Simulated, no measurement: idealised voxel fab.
process module | voxel plated lines
cross-section cut | 230 nm wide | cells 5 nm
A cross-section is a grid of square cells, given in bands from the top down. A band is one or more rows of cells.
Each band's line starts with the height of the band's top and of its bottom, in nm. Then come its materials from left to right, each with its width in nm. One material with "throughout" fills the band from edge to edge. "air" is empty space.
Height 0 is the level under which the wafer as received is all one material. The lowest band goes on downwards, as in "0 down".
A width such as "30 to 40" changes by the same amount from each row of cells to the next, from the band's top row to its bottom row.
"no change" after a step means that no cell of the cross-section changed.
closed voids: empty space of 8 cells or more with no open way to the top, each as width x height at its distance from the left edge, in nm
after a step's settings: what the simulator itself notes on the step
overlay nm, on a step with a mask: how far to the right of its planned place the mask lay; to the left if negative
plan
1 op RECEIVE | material Si
2 op CONFORMAL_DEP | material Al2O3 | thk nm 5
3 op DIRECTIONAL_DEP | material TiN | thk nm 5
4 op PATTERN | tone open | mask id LINES | material resist | width nm 20 | pitch nm 50 | thk nm 25 | overlay nm 0
5 op EPI | material Ru | thk nm 5
6 op EPI | material Ru | thk nm 10
7 op STRIP | etch materials resist
8 op DIRECTIONAL_ETCH | etch materials TiN | depth nm 5
9 op CONFORMAL_DEP | material SiN | thk nm 5
as received, after step 1
  0 down: Si throughout
  closed voids: none
first wafer at the end, as planned
  30 to 25: air 50 | SiN 30 | air 20 | SiN 30 | air 20 | SiN 30 | air 50
  25 to 10: air 50 | SiN 5 | Ru 20 | SiN 5 | air 20 | SiN 5 | Ru 20 | SiN 5 | air 20 | SiN 5 | Ru 20 | SiN 5 | air 50
  10 to 5: SiN 55 | TiN 20 | SiN 30 | TiN 20 | SiN 30 | TiN 20 | SiN 55
  5 to 0: Al2O3 throughout
  0 down: Si throughout
  closed voids: none
second wafer at the end: like start, like plan, one mistake
  40 to 25: air 40 | SiN 150 | air 40
  25 to 20: air 40 | SiN 15 | Ru 20 | SiN 30 | Ru 20 | SiN 30 | Ru 20 | SiN 15 | air 40
  20 to 10: SiN 55 | Ru 20 | SiN 30 | Ru 20 | SiN 30 | Ru 20 | SiN 55
  10 to 5: SiN 55 | TiN 20 | SiN 30 | TiN 20 | SiN 30 | TiN 20 | SiN 55
  5 to 0: Al2O3 throughout
  0 down: Si throughout
  closed voids: none
what went wrong: step 9 ran as: op CONFORMAL_DEP | material SiN | thk nm 15
at the end the second wafer has, in cells: 140 more of SiN
